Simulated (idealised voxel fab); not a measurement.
The process module presented herein is designated voxel transistor to metal.
Square cell edge 5 nm, section width 205 nm, ID cut.
Throughout this document, each cross-section is represented as a grid of square cells and is presented as a sequence of bands enumerated from the top downward, where a band comprises one or more rows of cells. Top height, bottom height, nm. Materials left to right, width each, nm. Single material + "all across" = fills band edge to edge. "empty" = empty. It should be noted that heights are counted from 0, beneath which the wafer as supplied is of one material throughout, and that the lowest band possesses no lower boundary but continues downward, as written in "0..down". A width given as "30->40" starts at the first number in the band's top row and ends at the second number in its bottom row, shifting by an equal amount at every step from row to row. Take "no change occurred" at face value: in the step it is given for, the cross-section changed in none of its cells. Sealed void listing: empty space of 8 cells or more with no open way to the top, each as width x height at its distance from the left edge, in nm. The remark found on a step's line after its settings is issued by the simulator itself and pertains to that step. If you see "overlay nm" on a step's line and that step has a mask, it's telling you how far right of where it was planned the mask ended up; a negative number means it went left instead. Pairs ahead. Before: cross-section ahead of one process step. After: cross-section once the step is done, shown to the lowest changed band only. Under each pair: that step, with settings. Caution: pairs may come from different runs of this module on the same starting wafer; a pair follows the pair above only where its "Pre-step condition" entry says so.

-- Pre-step condition
  50..40 | aC (50); empty (100); aC (55)
  40..30 | SiCN (50); aC (40); empty (20); aC (40); SiCN (55)
  30..20 | polySi (50); SiCN (40); empty (20); SiCN (40); polySi (55)
  20..10 | polySi all across
  10..0 | SiO2 (50); polySi (100); SiO2 (55)
  0..-5 | SiO2 all across
  -5..-40 | SiO2 (60); Si (80); SiO2 (65)
  -40..down | Si all across
  Sealed void listing: none

-- Post-Step Appearance
  50..40 | aC (50); empty (100); aC (55)
  40..30 | SiCN (50); aC (40); empty (20); aC (40); SiCN (55)
  30..20 | polySi (50); SiCN (40); empty (20); SiCN (40); polySi (55)
  20..10 | polySi (90); empty (20); polySi (95)
  10..0 | SiO2 (50); polySi (40); empty (20); polySi (40); SiO2 (55)
  below 0: unchanged
  Sealed void listing: none
Between the two cross-sections shown above lies DIRECTIONAL_ETCH (etch materials polySi; depth nm 30)

Pre-step condition: It is represented by the cross-section appearing after the step of the pair directly above.

-- Post-Step Appearance
  40..30 | SiCN (50); empty (100); SiCN (55)
  below 30: unchanged
  Sealed void listing: none
Between the two cross-sections shown above lies STRIP (etch materials aC)

Pre-step condition: It is represented by the cross-section appearing after the step of the pair directly above.

-- Post-Step Appearance
  50..40 | SiN (60); empty (80); SiN (65)
  40..30 | SiCN (50); SiN (100); SiCN (55)
  30..20 | polySi (50); SiCN (40); SiN (20); SiCN (40); polySi (55)
  20..10 | polySi (90); SiN (20); polySi (95)
  10..0 | SiO2 (50); polySi (40); SiN (20); polySi (40); SiO2 (55)
  below 0: unchanged
  Sealed void listing: none
Between the two cross-sections shown above lies CONFORMAL_DEP (material SiN; thk nm 10)

Pre-step condition: It is represented by the cross-section appearing after the step of the pair directly above.

-- Post-Step Appearance
  40..30 | SiCN (50); SiN (10); empty (80); SiN (10); SiCN (55)
  below 30: unchanged
  Sealed void listing: none
Between the two cross-sections shown above lies DIRECTIONAL_ETCH (etch materials SiN; depth nm 10)

Pre-step condition: It is represented by the cross-section appearing after the step of the pair directly above.

-- Post-Step Appearance
  45..40 | SiO2 all across
  40..30 | SiCN (50); SiN (10); SiO2 (80); SiN (10); SiCN (55)
  below 30: unchanged
  Sealed void listing: none
Between the two cross-sections shown above lies FILL_DEP (material SiO2; thk nm 5)

Pre-step condition: It is represented by the cross-section appearing after the step of the pair directly above.

-- Post-Step Appearance
  30..20 | polySi (50); SiCN (40); SiN (20); SiCN (40); polySi (55)
  below 20: unchanged
  Sealed void listing: none
Between the two cross-sections shown above lies CMP (height nm 30)

Pre-step condition: It is represented by the cross-section appearing after the step of the pair directly above.

-- Post-Step Appearance
  45..30 | SiO2 all across
  below 30: unchanged
  Sealed void listing: none
Between the two cross-sections shown above lies DIRECTIONAL_DEP (material SiO2; thk nm 15)

Pre-step condition: It is represented by the cross-section appearing after the step of the pair directly above.

-- Post-Step Appearance
  45..30 | SiO2 (60); empty (15); SiO2 (50); empty (15); SiO2 (65)
  below 30: unchanged
  Sealed void listing: none
Between the two cross-sections shown above lies MASKED_ETCH (tone open; mask id CONTACT; width nm 15; pitch nm 65; etch materials SiO2; depth nm 45; overlay nm 0)

Pre-step condition: It is represented by the cross-section appearing after the step of the pair directly above.

-- Post-Step Appearance
  50..45 | TiN (65); empty (5); TiN (60); empty (5); TiN (70)
  45..35 | SiO2 (60); TiN (5); empty (5); TiN (5); SiO2 (50); TiN (5); empty (5); TiN (5); SiO2 (65)
  35..30 | SiO2 (60); TiN (15); SiO2 (50); TiN (15); SiO2 (65)
  below 30: unchanged
  Sealed void listing: none
Between the two cross-sections shown above lies CONFORMAL_DEP (material TiN; thk nm 5)

Pre-step condition: It is represented by the cross-section appearing after the step of the pair directly above.

-- Post-Step Appearance
  60..50 | W all across
  50..45 | TiN (65); W (5); TiN (60); W (5); TiN (70)
  45..35 | SiO2 (60); TiN (5); W (5); TiN (5); SiO2 (50); TiN (5); W (5); TiN (5); SiO2 (65)
  below 35: unchanged
  Sealed void listing: none
Between the two cross-sections shown above lies FILL_DEP (material W; thk nm 10)

Pre-step condition: It is represented by the cross-section appearing after the step of the pair directly above.

-- Post-Step Appearance
  45..35 | SiO2 (60); TiN (5); W (5); TiN (5); SiO2 (50); TiN (5); W (5); TiN (5); SiO2 (65)
  below 35: unchanged
  Sealed void listing: none
Between the two cross-sections shown above lies CMP (height nm 45)

Pre-step condition: It is represented by the cross-section appearing after the step of the pair directly above.

-- Post-Step Appearance
  50..45 | SiCN all across
  below 45: unchanged
  Sealed void listing: none
Between the two cross-sections shown above lies CONFORMAL_DEP (material SiCN; thk nm 5)

Pre-step condition: It is represented by the cross-section appearing after the step of the pair directly above.

-- Post-Step Appearance
  65..50 | lowk all across
  below 50: unchanged
  Sealed void listing: none
Between the two cross-sections shown above lies DIRECTIONAL_DEP (material lowk; thk nm 15)

Pre-step condition: It is represented by the cross-section appearing after the step of the pair directly above.

-- Post-Step Appearance
  65..50 | lowk (60); empty (15); lowk (50); empty (15); lowk (65)
  below 50: unchanged
  Sealed void listing: none
Between the two cross-sections shown above lies MASKED_ETCH (tone open; mask id METAL_1; width nm 15; pitch nm 65; etch materials lowk; depth nm 15; overlay nm 0)

Pre-step condition: It is represented by the cross-section appearing after the step of the pair directly above.

-- Post-Step Appearance
  65..50 | lowk (60); empty (15); lowk (50); empty (15); lowk (65)
  50..45 | SiCN (60); empty (15); SiCN (50); empty (15); SiCN (65)
  below 45: unchanged
  Sealed void listing: none
Between the two cross-sections shown above lies MASKED_ETCH (tone open; mask id METAL_1; width nm 15; pitch nm 65; etch materials SiCN; depth nm 5; overlay nm 0)

Pre-step condition: It is represented by the cross-section appearing after the step of the pair directly above.

-- Post-Step Appearance
  70..65 | TiN (65); empty (5); TiN (60); empty (5); TiN (70)
  65..50 | lowk (60); TiN (5); empty (5); TiN (5); lowk (50); TiN (5); empty (5); TiN (5); lowk (65)
  50..45 | SiCN (60); TiN (15); SiCN (50); TiN (15); SiCN (65)
  below 45: unchanged
  Sealed void listing: none
Between the two cross-sections shown above lies CONFORMAL_DEP (material TiN; thk nm 5)

Pre-step condition: It is represented by the cross-section appearing after the step of the pair directly above.

-- Post-Step Appearance
  80..70 | Ru all across
  70..65 | TiN (65); Ru (5); TiN (60); Ru (5); TiN (70)
  65..50 | lowk (60); TiN (5); Ru (5); TiN (5); lowk (50); TiN (5); Ru (5); TiN (5); lowk (65)
  below 50: unchanged
  Sealed void listing: none
Between the two cross-sections shown above lies FILL_DEP (material Ru; thk nm 10)

Pre-step condition: It is represented by the cross-section appearing after the step of the pair directly above.

-- Post-Step Appearance
  65..50 | lowk (60); TiN (5); Ru (5); TiN (5); lowk (50); TiN (5); Ru (5); TiN (5); lowk (65)
  below 50: unchanged
  Sealed void listing: none
Between the two cross-sections shown above lies CMP (height nm 65)

Pre-step condition: It is represented by the cross-section appearing after the step of the pair directly above.

-- Post-Step Appearance
  70..65 | SiN all across
  below 65: unchanged
  Sealed void listing: none
Between the two cross-sections shown above lies CONFORMAL_DEP (material SiN; thk nm 5)
